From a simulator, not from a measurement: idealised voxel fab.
This section sets out a process module, namely voxel self aligned contacts.
The cross-section on display is named cut; it measures 265 nm wide, and its cells are 5 nm squares.
A cross-section in this document is a grid of square cells, and it is written down as bands, the top band listed before the ones below it; a band is made up of one or more rows of cells. In this notation a band is specified by the heights of its top and bottom, in that order and in nm, after which its materials appear from left to right, each paired with its width in nm. The word "all across" attached to a single material means that material fills the band from edge to edge; the word "empty" stands for empty space. Heights are measured from 0, the level below which the as-received wafer is all one material; the lowest band has no bottom and continues downward, written as in "0 nm and below". A two-number width, for instance "30..40", indicates that the width is equal to the first number in the top row of the band and to the second number in the bottom row, and that it changes by a constant amount per row of cells. Any step labelled "left unchanged" changed none of the cells in the cross-section. Enclosed voids: empty space of 8 cells or more with no open way to the top, each as width x height at its distance from the left edge, in nm. Step line, after settings: the simulator's comment on this step. The line of a step may include "overlay nm". On a step with a mask, this value is how far to the right of its planned place the mask lay. A negative value means the mask lay to the left.

### The process steps that were planned are listed below
1: RECEIVE (material Si)
2: OXIDIZE (depth nm 5)
3: DIRECTIONAL_DEP (material polySi; thk nm 20)
4: DIRECTIONAL_DEP (material SiN; thk nm 20)
5: MASKED_ETCH (tone cover; mask id GATE; width nm 35; pitch nm 60; etch materials SiN; depth nm 20; overlay nm 0)
6: MASKED_ETCH (tone cover; mask id GATE; width nm 35; pitch nm 60; etch materials polySi; depth nm 20; overlay nm 0)
7: CONFORMAL_DEP (material SiN; thk nm 5)
8: DIRECTIONAL_ETCH (etch materials SiN; depth nm 5)
9: FILL_DEP (material SiO2; thk nm 10)
10: CMP (height nm 45)
11: PATTERN (tone open; mask id CONTACT; material resist; width nm 45; thk nm 20; overlay nm 0)
12: DIRECTIONAL_ETCH (etch materials SiO2; depth nm 50)
13: STRIP (etch materials resist)
14: CONFORMAL_DEP (material TiN; thk nm 5)
15: FILL_DEP (material W; thk nm 10)
16: CMP (height nm 45)
17: CONFORMAL_DEP (material SiN; thk nm 5)

### Of two wafers, the first: run according to plan

### Incoming wafer in cross-section (state: after step 1)
0 nm and below  Si all across
Enclosed voids: none

### The wafer, seen in cross-section, after step 2
0 nm to -5 nm  SiO2 all across
At heights below -5, the structure remains unaltered.

### The wafer, seen in cross-section, after step 3
20 nm to 0 nm  polySi all across
At heights below 0, the structure remains unaltered.

### The wafer, seen in cross-section, after step 4
40 nm to 20 nm  SiN all across
At heights below 20, the structure remains unaltered.

### The wafer, seen in cross-section, after step 5
40 nm to 20 nm  empty (85) / SiN (35) / empty (25) / SiN (35) / empty (85)
At heights below 20, the structure remains unaltered.

### The wafer, seen in cross-section, after step 6
40 nm to 20 nm  empty (85) / SiN (35) / empty (25) / SiN (35) / empty (85)
20 nm to 0 nm  empty (85) / polySi (35) / empty (25) / polySi (35) / empty (85)
At heights below 0, the structure remains unaltered.

### The wafer, seen in cross-section, after step 7
45 nm to 20 nm  empty (80) / SiN (45) / empty (15) / SiN (45) / empty (80)
20 nm to 5 nm  empty (80) / SiN (5) / polySi (35) / SiN (5) / empty (15) / SiN (5) / polySi (35) / SiN (5) / empty (80)
5 nm to 0 nm  SiN (85) / polySi (35) / SiN (25) / polySi (35) / SiN (85)
At heights below 0, the structure remains unaltered.

### The wafer, seen in cross-section, after step 8
40 nm to 20 nm  empty (80) / SiN (45) / empty (15) / SiN (45) / empty (80)
20 nm to 0 nm  empty (80) / SiN (5) / polySi (35) / SiN (5) / empty (15) / SiN (5) / polySi (35) / SiN (5) / empty (80)
At heights below 0, the structure remains unaltered.

### The wafer, seen in cross-section, after step 9
50 nm to 40 nm  SiO2 all across
40 nm to 20 nm  SiO2 (80) / SiN (45) / SiO2 (15) / SiN (45) / SiO2 (80)
20 nm to 0 nm  SiO2 (80) / SiN (5) / polySi (35) / SiN (5) / SiO2 (15) / SiN (5) / polySi (35) / SiN (5) / SiO2 (80)
At heights below 0, the structure remains unaltered.

### The wafer, seen in cross-section, after step 10
45 nm to 40 nm  SiO2 all across
At heights below 40, the structure remains unaltered.

### The wafer, seen in cross-section, after step 11
65 nm to 45 nm  resist (110) / empty (45) / resist (110)
At heights below 45, the structure remains unaltered.

### The wafer, seen in cross-section, after step 12
65 nm to 45 nm  resist (110) / empty (45) / resist (110)
45 nm to 40 nm  SiO2 (110) / empty (45) / SiO2 (110)
40 nm to 20 nm  SiO2 (80) / SiN (45) / empty (15) / SiN (45) / SiO2 (80)
20 nm to 0 nm  SiO2 (80) / SiN (5) / polySi (35) / SiN (5) / empty (15) / SiN (5) / polySi (35) / SiN (5) / SiO2 (80)
0 nm to -5 nm  SiO2 (125) / empty (15) / SiO2 (125)
At heights below -5, the structure remains unaltered.

### The wafer, seen in cross-section, after step 13
45 nm to 40 nm  SiO2 (110) / empty (45) / SiO2 (110)
At heights below 40, the structure remains unaltered.

### The wafer, seen in cross-section, after step 14
50 nm to 45 nm  TiN (115) / empty (35) / TiN (115)
45 nm to 40 nm  SiO2 (110) / TiN (20) / empty (5) / TiN (20) / SiO2 (110)
40 nm to 20 nm  SiO2 (80) / SiN (45) / TiN (5) / empty (5) / TiN (5) / SiN (45) / SiO2 (80)
20 nm to 0 nm  SiO2 (80) / SiN (5) / polySi (35) / SiN (5) / TiN (5) / empty (5) / TiN (5) / SiN (5) / polySi (35) / SiN (5) / SiO2 (80)
0 nm to -5 nm  SiO2 (125) / TiN (15) / SiO2 (125)
At heights below -5, the structure remains unaltered.

### The wafer, seen in cross-section, after step 15
60 nm to 50 nm  W all across
50 nm to 45 nm  TiN (115) / W (35) / TiN (115)
45 nm to 40 nm  SiO2 (110) / TiN (20) / W (5) / TiN (20) / SiO2 (110)
40 nm to 20 nm  SiO2 (80) / SiN (45) / TiN (5) / W (5) / TiN (5) / SiN (45) / SiO2 (80)
20 nm to 0 nm  SiO2 (80) / SiN (5) / polySi (35) / SiN (5) / TiN (5) / W (5) / TiN (5) / SiN (5) / polySi (35) / SiN (5) / SiO2 (80)
At heights below 0, the structure remains unaltered.

### The wafer, seen in cross-section, after step 16
45 nm to 40 nm  SiO2 (110) / TiN (20) / W (5) / TiN (20) / SiO2 (110)
At heights below 40, the structure remains unaltered.

### The wafer, seen in cross-section, after step 17
50 nm to 45 nm  SiN all across
At heights below 45, the structure remains unaltered.

### Second wafer, same starting conditions and recipe as the first, one mistake in executing it, nothing differs from the first up to and including step 1

### What the second wafer looks like in cross-section when step 2 should have wrapped up
20 nm to 0 nm  polySi all across
At heights below 0, the structure remains unaltered.

### What the second wafer looks like in cross-section when step 3 should have wrapped up
20 nm to 15 nm  SiO2 all across
At heights below 15, the structure remains unaltered.

### What the second wafer looks like in cross-section when step 4 should have wrapped up
40 nm to 20 nm  SiN all across
At heights below 20, the structure remains unaltered.

### What the second wafer looks like in cross-section when step 5 should have wrapped up
40 nm to 20 nm  empty (85) / SiN (35) / empty (25) / SiN (35) / empty (85)
At heights below 20, the structure remains unaltered.

What the second wafer looks like in cross-section when step 6 should have wrapped up: left unchanged

### What the second wafer looks like in cross-section when step 7 should have wrapped up
45 nm to 25 nm  empty (80) / SiN (45) / empty (15) / SiN (45) / empty (80)
25 nm to 20 nm  SiN all across
At heights below 20, the structure remains unaltered.

### What the second wafer looks like in cross-section when step 8 should have wrapped up
40 nm to 20 nm  empty (80) / SiN (45) / empty (15) / SiN (45) / empty (80)
At heights below 20, the structure remains unaltered.

### What the second wafer looks like in cross-section when step 9 should have wrapped up
50 nm to 40 nm  SiO2 all across
40 nm to 20 nm  SiO2 (80) / SiN (45) / SiO2 (15) / SiN (45) / SiO2 (80)
At heights below 20, the structure remains unaltered.

### What the second wafer looks like in cross-section when step 10 should have wrapped up
45 nm to 40 nm  SiO2 all across
At heights below 40, the structure remains unaltered.

### What the second wafer looks like in cross-section when step 11 should have wrapped up
65 nm to 45 nm  resist (110) / empty (45) / resist (110)
At heights below 45, the structure remains unaltered.

### What the second wafer looks like in cross-section when step 12 should have wrapped up
65 nm to 45 nm  resist (110) / empty (45) / resist (110)
45 nm to 40 nm  SiO2 (110) / empty (45) / SiO2 (110)
40 nm to 20 nm  SiO2 (80) / SiN (45) / empty (15) / SiN (45) / SiO2 (80)
20 nm to 15 nm  SiO2 (125) / empty (15) / SiO2 (125)
At heights below 15, the structure remains unaltered.

### What the second wafer looks like in cross-section when step 13 should have wrapped up
45 nm to 40 nm  SiO2 (110) / empty (45) / SiO2 (110)
At heights below 40, the structure remains unaltered.

### What the second wafer looks like in cross-section when step 14 should have wrapped up
50 nm to 45 nm  TiN (115) / empty (35) / TiN (115)
45 nm to 40 nm  SiO2 (110) / TiN (20) / empty (5) / TiN (20) / SiO2 (110)
40 nm to 20 nm  SiO2 (80) / SiN (45) / TiN (5) / empty (5) / TiN (5) / SiN (45) / SiO2 (80)
20 nm to 15 nm  SiO2 (125) / TiN (15) / SiO2 (125)
At heights below 15, the structure remains unaltered.

### What the second wafer looks like in cross-section when step 15 should have wrapped up
60 nm to 50 nm  W all across
50 nm to 45 nm  TiN (115) / W (35) / TiN (115)
45 nm to 40 nm  SiO2 (110) / TiN (20) / W (5) / TiN (20) / SiO2 (110)
40 nm to 20 nm  SiO2 (80) / SiN (45) / TiN (5) / W (5) / TiN (5) / SiN (45) / SiO2 (80)
At heights below 20, the structure remains unaltered.

### What the second wafer looks like in cross-section when step 16 should have wrapped up
45 nm to 40 nm  SiO2 (110) / TiN (20) / W (5) / TiN (20) / SiO2 (110)
At heights below 40, the structure remains unaltered.

### What the second wafer looks like in cross-section when step 17 should have wrapped up
50 nm to 45 nm  SiN all across
At heights below 45, the structure remains unaltered.
Run error: mixed up steps 2 and 3 - ran each in the other's place
Final difference in cells, second wafer against first, listed per material as more or fewer: Si: 53 more | SiN: 16 fewer | SiO2: 128 fewer | TiN: 8 fewer | W: 4 fewer | polySi: 103 more
